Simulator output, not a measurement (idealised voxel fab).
Process module name: voxel quadruple lines
For reference, the cross-section in this document is cut, with width 185 nm and square cells of 5 nm.
Heads up, the way a cross-section reads in here is a grid of square cells, handed over as bands from the top down, with every band being one or more rows of cells. Read a band's entry like this: the first values are the height of its top and the height of its bottom in nm, and what follows is the sequence of materials from left to right, each with its width in nm. Note that "blank" is empty space, and that a single material marked "edge to edge" reaches across the band from edge to edge. Heads up on the height convention: 0 is the point under which the incoming wafer is all one material, and the lowest band has no bottom, it just keeps going down, like "0 and below". A width given as "30->40" starts at the first number in the band's top row and ends at the second number in its bottom row, shifting by an equal amount at every step from row to row. "nothing altered", as given for a step, is the statement that not any cell of the cross-section underwent a change during that step. Reported under the label "Trapped voids" are the empty spaces having no open way to the top and comprising 8 cells or more; the notation for each is width x height at distance, in which the distance is measured from the left edge and all three values are in nm. Whatever follows a step's settings on its line is a remark the simulator itself makes about that step. Steps that use a mask can have "overlay nm" on their line. It says how far the mask sat to the right of where it was meant to be. Negative means to the left.

List of planned process steps:
step 1: RECEIVE: material Si
step 2: CONFORMAL_DEP: material SiO2, thk nm 10
step 3: DIRECTIONAL_DEP: material W, thk nm 10
step 4: DIRECTIONAL_DEP: material polySi, thk nm 20
step 5: DIRECTIONAL_DEP: material aC, thk nm 20
step 6: PATTERN: tone cover, mask id MANDREL, material resist, width nm 35, thk nm 30, overlay nm 0
step 7: DIRECTIONAL_ETCH: etch materials aC, depth nm 20
step 8: STRIP: etch materials resist
step 9: CONFORMAL_DEP: material SiO2, thk nm 15
step 10: DIRECTIONAL_ETCH: etch materials SiO2, depth nm 15
step 11: STRIP: etch materials aC
step 12: DIRECTIONAL_ETCH: etch materials polySi, depth nm 20
step 13: STRIP: etch materials SiO2
step 14: CONFORMAL_DEP: material SiCN, thk nm 10
step 15: DIRECTIONAL_ETCH: etch materials SiCN, depth nm 10
step 16: STRIP: etch materials polySi
step 17: DIRECTIONAL_ETCH: etch materials W, depth nm 10
step 18: STRIP: etch materials SiCN
step 19: FILL_DEP: material SiO2, thk nm 10
step 20: CMP: height nm 20

Delivered wafer in cross-section: state after step 1:
- 0 and below = Si edge to edge
- Trapped voids: none

Cross-section: first of two wafers, module finished, run according to plan:
- 20 down to 10 = SiO2=50, W=10, SiO2=15, W=10, SiO2=15, W=10, SiO2=15, W=10, SiO2=50
- 10 down to 0 = SiO2 edge to edge
- 0 and below = Si edge to edge
- Trapped voids: none

What the second wafer looks like in cross-section once the module is done. Its start and its plan matched the first wafer's exactly; what differed was one mistake in how it was run:
- 20 down to 10 = SiO2=60, W=10, SiO2=15, W=10, SiO2=15, W=10, SiO2=15, W=10, SiO2=40
- 10 down to 0 = SiO2 edge to edge
- 0 and below = Si edge to edge
- Trapped voids: none
what went wrong: step 6 changed vs plan, executed as PATTERN: tone cover, mask id MANDREL, material resist, width nm 35, thk nm 30, overlay nm 10
Comparing end states, the material composition by cell count is preserved from the first wafer to the second, while the locations of the cells are not.
